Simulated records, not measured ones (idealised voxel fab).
Herein follows the process module entitled voxel self aligned contacts.
Xsec cut, 210 nm wide, square cell size 5 nm.
This document writes a cross-section as a grid whose cells are square, and gives it as bands, listed from the top down; one or more rows of cells form a band. Look at the band entry: it leads with the top's height and the bottom's height in nm. Then it lists the materials left to right, with a width in nm for each. The word "throughout" on a single material says that material fills the band edge to edge. The word "blank" is empty space. Note: height 0 marks the level under which the wafer is uniformly one material as received. Lowest band unbounded below, written "top 0, no bottom". Width "30->40": first value at the band's top row of cells, second value at its bottom row, equal change from row to row. Step note "all unchanged" = no cross-section cell changed. Empty spaces without an open route to the top, at least 8 cells in extent, make up the entry "Enclosed cavity list"; each is given as width x height at distance, where the distance is measured from the left edge, and all are in nm. after a step's settings: what the simulator itself notes on the step. The optional step-line setting "overlay nm" applies to steps with a mask and quantifies how far to the right of its planned location the mask lay, a negative value indicating leftward placement.
# Intended process steps
| 1 | RECEIVE with material Si |
| 2 | OXIDIZE with depth nm 5 |
| 3 | DIRECTIONAL_DEP with material polySi, thk nm 30 |
| 4 | DIRECTIONAL_DEP with material SiN, thk nm 20 |
| 5 | MASKED_ETCH with tone cover, mask id GATE, width nm 25, pitch nm 60, etch materials SiN, depth nm 20, overlay nm 0 |
| 6 | MASKED_ETCH with tone cover, mask id GATE, width nm 25, pitch nm 60, etch materials polySi, depth nm 30, overlay nm 0 |
| 7 | CONFORMAL_DEP with material SiN, thk nm 10 |
| 8 | DIRECTIONAL_ETCH with etch materials SiN, depth nm 10 |
| 9 | FILL_DEP with material SiO2, thk nm 15 |
| 10 | CMP with height nm 60 |
| 11 | MASKED_ETCH with tone open, mask id CONTACT, width nm 45, etch materials SiO2, depth nm 65, overlay nm 0 |
| 12 | CONFORMAL_DEP with material TiN, thk nm 5 |
| 13 | FILL_DEP with material W, thk nm 10 |
| 14 | CMP with height nm 60 |
| 15 | CONFORMAL_DEP with material SiN, thk nm 5 |
# As-received state of the wafer in cross-section, equivalent to post-step 1
* top 0, no bottom: Si throughout
* Enclosed cavity list: none
# The module was run from the start shown above using the plan shown above, but one mistake was made doing it; the resulting wafer cross-section is below
* top 65, bottom 60: SiN throughout
* top 60, bottom 35: 50 SiO2 | 10 SiN | 25 polySi | 10 SiN | 5 TiN | 5 W | 5 TiN | 10 SiN | 25 polySi | 10 SiN | 55 SiO2
* top 35, bottom 30: 50 SiO2 | 10 SiN | 25 polySi | 10 SiN | 15 TiN | 10 SiN | 25 polySi | 10 SiN | 55 SiO2
* top 30, bottom 0: polySi throughout
* top 0, bottom -5: SiO2 throughout
* top -5, no bottom: Si throughout
* Enclosed cavity list: none
So what did we get wrong on this run? plan step 3 was conducted twice
